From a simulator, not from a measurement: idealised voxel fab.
process module | voxel self aligned contacts
cross-section cut | 210 nm wide | cells 5 nm
A cross-section is a grid of square cells, given in bands from the top down. A band is one or more rows of cells.
Each band's line starts with the height of the band's top and of its bottom, in nm. Then come its materials from left to right, each with its width in nm. One material with "throughout" fills the band from edge to edge. "air" is empty space.
Height 0 is the level under which the wafer as received is all one material. The lowest band goes on downwards, as in "0 down".
A width such as "30 to 40" changes by the same amount from each row of cells to the next, from the band's top row to its bottom row.
"no change" after a step means that no cell of the cross-section changed.
closed voids: empty space of 8 cells or more with no open way to the top, each as width x height at its distance from the left edge, in nm
after a step's settings: what the simulator itself notes on the step
overlay nm, on a step with a mask: how far to the right of its planned place the mask lay; to the left if negative
plan
1 op RECEIVE | material Si
2 op CONFORMAL_DEP | material SiO2 | thk nm 5
3 op DIRECTIONAL_DEP | material polySi | thk nm 30
4 op DIRECTIONAL_DEP | material SiN | thk nm 15
5 op MASKED_ETCH | tone cover | mask id GATE | width nm 30 | pitch nm 55 | etch materials SiN | depth nm 15 | overlay nm 0
6 op MASKED_ETCH | tone cover | mask id GATE | width nm 30 | pitch nm 55 | etch materials polySi | depth nm 30 | overlay nm 0
7 op CONFORMAL_DEP | material SiN | thk nm 5
8 op DIRECTIONAL_ETCH | etch materials SiN | depth nm 5
9 op FILL_DEP | material SiO2 | thk nm 20
10 op CMP | height nm 60
11 op MASKED_ETCH | tone open | mask id CONTACT | width nm 35 | etch materials SiO2 | depth nm 60 | overlay nm 0
12 op CONFORMAL_DEP | material TiN | thk nm 5
13 op FILL_DEP | material Ru | thk nm 5
14 op CMP | height nm 60
15 op CONFORMAL_DEP | material SiCN | thk nm 5
as received, after step 1
  0 down: Si throughout
  closed voids: none
a wafer at the end: this start, this plan, one mistake
  65 to 60: SiCN throughout
  60 to 50: SiO2 85 | TiN 5 | Ru 25 | TiN 5 | SiO2 90
  50 to 45: SiO2 85 | TiN 15 | Ru 5 | TiN 15 | SiO2 90
  45 to 30: SiO2 55 | SiN 40 | TiN 5 | Ru 5 | TiN 5 | SiN 40 | SiO2 60
  30 to 5: SiO2 55 | SiN 5 | polySi 30 | SiN 5 | TiN 5 | Ru 5 | TiN 5 | SiN 5 | polySi 30 | SiN 5 | SiO2 60
  5 to 0: SiO2 55 | SiN 5 | polySi 30 | SiN 5 | TiN 15 | SiN 5 | polySi 30 | SiN 5 | SiO2 60
  0 down: Si throughout
  closed voids: none
what went wrong: step 2 was left out
